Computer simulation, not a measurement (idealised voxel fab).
Process module under the name voxel transistor to metal
It is cross-section cut that appears here, measuring 165 nm in width, its square cells being 5 nm in size.
In what follows, cross-sections appear as grids of square cells, described through bands that run from the top down, where every band is one or more rows of cells.
The entry gives the band's vertical extent as a top height and a bottom height in nm, then its horizontal make-up as materials from left to right, each with a width in nm. "empty" stands for empty space; a single material marked "throughout" fills the band edge to edge.
Note: height 0 marks the level under which the wafer is uniformly one material as received. Lowest band unbounded below, written "0 and below".
The width entry "30 to 40" should be interpreted row by row: the top row of cells in the band takes the first number, the bottom row takes the second number, and the change between adjacent rows is uniform throughout.
"no change" after a step means that no cell of the cross-section changed.
The entry "Tabulated closed voids" lists the empty spaces that cover at least 8 cells and have no open path to the top. Each is written as width x height at distance, where the distance is measured from the left edge and all three values are in nm.
Step line, after settings: the simulator's comment on this step.
If you see "overlay nm" on a step's line and that step has a mask, it's telling you how far right of where it was planned the mask ended up; a negative number means it went left instead.

THE FOLLOWING LIST GIVES THE PLANNED PROCESS STEPS
step 1: RECEIVE | material Si
step 2: OXIDIZE | depth nm 5
step 3: CONFORMAL_DEP | material SiN | thk nm 10
step 4: MASKED_ETCH | tone cover | mask id ACTIVE | width nm 110 | etch materials SiN | depth nm 10 | overlay nm 0
step 5: MASKED_ETCH | tone cover | mask id ACTIVE | width nm 110 | etch materials SiO2 | depth nm 5 | overlay nm 0
step 6: MASKED_ETCH | tone cover | mask id ACTIVE | width nm 110 | etch materials Si | depth nm 25 | overlay nm 0
step 7: OXIDIZE | depth nm 5
step 8: FILL_DEP | material SiO2 | thk nm 15
step 9: CMP | height nm 10
step 10: SELECTIVE_ETCH | etch materials SiO2 | depth nm 5
step 11: STRIP | etch materials SiN
step 12: SELECTIVE_ETCH | etch materials SiO2 | depth nm 5
step 13: OXIDIZE | depth nm 5
step 14: DIRECTIONAL_DEP | material polySi | thk nm 30
step 15: DIRECTIONAL_DEP | material SiCN | thk nm 15
step 16: PATTERN | tone cover | mask id GATE | material resist | width nm 30 | thk nm 15 | overlay nm 0
step 17: DIRECTIONAL_ETCH | etch materials SiCN | depth nm 25
step 18: DIRECTIONAL_ETCH | etch materials polySi | depth nm 40
step 19: STRIP | etch materials resist
step 20: CONFORMAL_DEP | material SiO2 | thk nm 5
step 21: DIRECTIONAL_ETCH | etch materials SiO2 | depth nm 5
step 22: CONFORMAL_DEP | material SiN | thk nm 10
step 23: DIRECTIONAL_ETCH | etch materials SiN | depth nm 10
step 24: DIRECTIONAL_ETCH | etch materials SiO2 | depth nm 5
step 25: DIRECTIONAL_ETCH | etch materials Si | depth nm 5
step 26: EPI | material pSi | thk nm 10
step 27: FILL_DEP | material SiO2 | thk nm 10
step 28: CMP | height nm 25
step 29: STRIP | etch materials polySi
step 30: SELECTIVE_ETCH | etch materials SiO2 | depth nm 5
step 31: CONFORMAL_DEP | material HfO2 | thk nm 5
step 32: CONFORMAL_DEP | material TiN | thk nm 5
step 33: FILL_DEP | material W | thk nm 5
step 34: CMP | height nm 20
step 35: DIRECTIONAL_DEP | material SiO2 | thk nm 10
step 36: PATTERN | tone open | mask id CONTACT | material resist | width nm 15 | pitch nm 75 | thk nm 20 | overlay nm 0
step 37: DIRECTIONAL_ETCH | etch materials SiO2 | depth nm 30
step 38: STRIP | etch materials resist
step 39: CONFORMAL_DEP | material TiN | thk nm 5
step 40: FILL_DEP | material Ru | thk nm 10
step 41: CMP | height nm 30
step 42: DIRECTIONAL_DEP | material TiN | thk nm 5
step 43: DIRECTIONAL_DEP | material W | thk nm 15
step 44: PATTERN | tone cover | mask id METAL_1 | material resist | width nm 15 | pitch nm 75 | thk nm 20 | overlay nm 0
step 45: DIRECTIONAL_ETCH | etch materials W | depth nm 15
step 46: DIRECTIONAL_ETCH | etch materials TiN | depth nm 5
step 47: STRIP | etch materials resist
step 48: FILL_DEP | material lowk | thk nm 5
step 49: CMP | height nm 50
step 50: CONFORMAL_DEP | material SiCN | thk nm 5

WAFER AS RECEIVED: CROSS-SECTION FOLLOWING STEP 1
  0 and below | Si throughout
  Tabulated closed voids: none

WAFER CROSS-SECTION AT MODULE END: FIRST OF TWO, RUN TO PLAN
  55 down to 50 | SiCN throughout
  50 down to 35 | 35 nm lowk  15 nm W  60 nm lowk  15 nm W  40 nm lowk
  35 down to 30 | 35 nm lowk  15 nm TiN  60 nm lowk  15 nm TiN  40 nm lowk
  30 down to 20 | 35 nm SiO2  5 nm TiN  5 nm Ru  5 nm TiN  60 nm SiO2  5 nm TiN  5 nm Ru  5 nm TiN  40 nm SiO2
  20 down to 5 | 35 nm SiO2  5 nm TiN  5 nm Ru  5 nm TiN  10 nm SiN  5 nm HfO2  5 nm TiN  20 nm W  5 nm TiN  5 nm HfO2  10 nm SiN  5 nm TiN  5 nm Ru  5 nm TiN  40 nm SiO2
  5 down to 0 | 35 nm SiO2  15 nm TiN  10 nm SiN  5 nm HfO2  5 nm TiN  20 nm W  5 nm TiN  5 nm HfO2  10 nm SiN  15 nm TiN  40 nm SiO2
  0 down to -5 | 25 nm SiO2  10 nm SiN  15 nm pSi  10 nm SiN  5 nm HfO2  30 nm TiN  5 nm HfO2  10 nm SiN  15 nm pSi  10 nm SiN  30 nm SiO2
  -5 down to -10 | 35 nm SiO2  15 nm pSi  10 nm SiO2  40 nm HfO2  10 nm SiO2  15 nm pSi  40 nm SiO2
  -10 down to -15 | 30 nm SiO2  5 nm Si  15 nm pSi  60 nm Si  15 nm pSi  5 nm Si  35 nm SiO2
  -15 down to -35 | 30 nm SiO2  100 nm Si  35 nm SiO2
  -35 and below | Si throughout
  Tabulated closed voids: none

WAFER TWO (OF TWO), END-OF-MODULE CROSS-SECTION: START = WAFER ONE, PLAN = WAFER ONE, ONE RUN MISTAKE
  55 down to 50 | SiCN throughout
  50 down to 40 | 35 nm lowk  15 nm W  60 nm lowk  15 nm W  40 nm lowk
  40 down to 35 | 35 nm lowk  15 nm TiN  60 nm lowk  15 nm TiN  40 nm lowk
  35 down to 30 | 40 nm TiN  5 nm Ru  70 nm TiN  5 nm Ru  45 nm TiN
  30 down to 20 | 35 nm SiO2  5 nm TiN  5 nm Ru  5 nm TiN  60 nm SiO2  5 nm TiN  5 nm Ru  5 nm TiN  40 nm SiO2
  20 down to 5 | 35 nm SiO2  5 nm TiN  5 nm Ru  5 nm TiN  10 nm SiN  5 nm HfO2  5 nm TiN  20 nm W  5 nm TiN  5 nm HfO2  10 nm SiN  5 nm TiN  5 nm Ru  5 nm TiN  40 nm SiO2
  5 down to 0 | 35 nm SiO2  15 nm TiN  10 nm SiN  5 nm HfO2  5 nm TiN  20 nm W  5 nm TiN  5 nm HfO2  10 nm SiN  15 nm TiN  40 nm SiO2
  0 down to -5 | 25 nm SiO2  10 nm SiN  15 nm pSi  10 nm SiN  5 nm HfO2  30 nm TiN  5 nm HfO2  10 nm SiN  15 nm pSi  10 nm SiN  30 nm SiO2
  -5 down to -10 | 35 nm SiO2  15 nm pSi  10 nm SiO2  40 nm HfO2  10 nm SiO2  15 nm pSi  40 nm SiO2
  -10 down to -15 | 30 nm SiO2  5 nm Si  15 nm pSi  60 nm Si  15 nm pSi  5 nm Si  35 nm SiO2
  -15 down to -35 | 30 nm SiO2  100 nm Si  35 nm SiO2
  -35 and below | Si throughout
  Tabulated closed voids: none
Diagnosis: not per plan at step 41, really ran CMP | height nm 35
Per the end-of-run cell counts, the second wafer holds more or fewer of some materials than the first: +2 Ru; +31 TiN; -6 W; -27 lowk
